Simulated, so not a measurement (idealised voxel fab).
process module | voxel ribs on slabs
cross-section cut | 150 nm wide | cells 5 nm
A cross-section is a grid of square cells, given in bands from the top down. A band is one or more rows of cells.
Each band's line starts with the height of the band's top and of its bottom, in nm. Then come its materials from left to right, each with its width in nm. One material with "throughout" fills the band from edge to edge. "air" is empty space.
Height 0 is the level under which the wafer as received is all one material. The lowest band goes on downwards, as in "0 down".
A width such as "30 to 40" changes by the same amount from each row of cells to the next, from the band's top row to its bottom row.
"no change" after a step means that no cell of the cross-section changed.
closed voids: empty space of 8 cells or more with no open way to the top, each as width x height at its distance from the left edge, in nm
after a step's settings: what the simulator itself notes on the step
overlay nm, on a step with a mask: how far to the right of its planned place the mask lay; to the left if negative
plan
1 op RECEIVE | material Si
2 op DIRECTIONAL_DEP | material SiO2 | thk nm 20
3 op DIRECTIONAL_DEP | material polySi | thk nm 25
4 op MASKED_ETCH | tone cover | mask id RIB | width nm 20 | etch materials polySi | depth nm 15 | overlay nm 0
5 op DIRECTIONAL_DEP | material aC | thk nm 15
6 op PATTERN | tone cover | mask id SLAB | material resist | width nm 50 | thk nm 30 | overlay nm 0
7 op DIRECTIONAL_ETCH | etch materials aC | depth nm 15
8 op STRIP | etch materials resist
9 op DIRECTIONAL_ETCH | etch materials polySi | depth nm 10
10 op STRIP | etch materials aC
11 op FILL_DEP | material SiO2 | thk nm 15
12 op CMP | height nm 55
13 op DIRECTIONAL_DEP | material W | thk nm 5
14 op DIRECTIONAL_DEP | material aC | thk nm 15
15 op PATTERN | tone cover | mask id HEATER | material resist | width nm 30 | thk nm 30 | overlay nm 0
16 op DIRECTIONAL_ETCH | etch materials aC | depth nm 15
17 op STRIP | etch materials resist
18 op DIRECTIONAL_ETCH | etch materials W | depth nm 5
19 op STRIP | etch materials aC
20 op CONFORMAL_DEP | material SiO2 | thk nm 10
as received, after step 1
  0 down: Si throughout
  closed voids: none
first wafer at the end, as planned
  70 to 65: air 50 | SiO2 50 | air 50
  65 to 60: SiO2 throughout
  60 to 55: SiO2 60 | W 30 | SiO2 60
  55 to 45: SiO2 throughout
  45 to 30: SiO2 65 | polySi 20 | SiO2 65
  30 to 20: SiO2 50 | polySi 50 | SiO2 50
  20 to 0: SiO2 throughout
  0 down: Si throughout
  closed voids: none
second wafer at the end: like start, like plan, one mistake
  60 to 55: air 60 | W 30 | air 60
  55 to 45: SiO2 throughout
  45 to 30: SiO2 65 | polySi 20 | SiO2 65
  30 to 20: SiO2 50 | polySi 50 | SiO2 50
  20 to 0: SiO2 throughout
  0 down: Si throughout
  closed voids: none
what went wrong: step 20 was left out
at the end the second wafer has, in cells: 64 fewer of SiO2
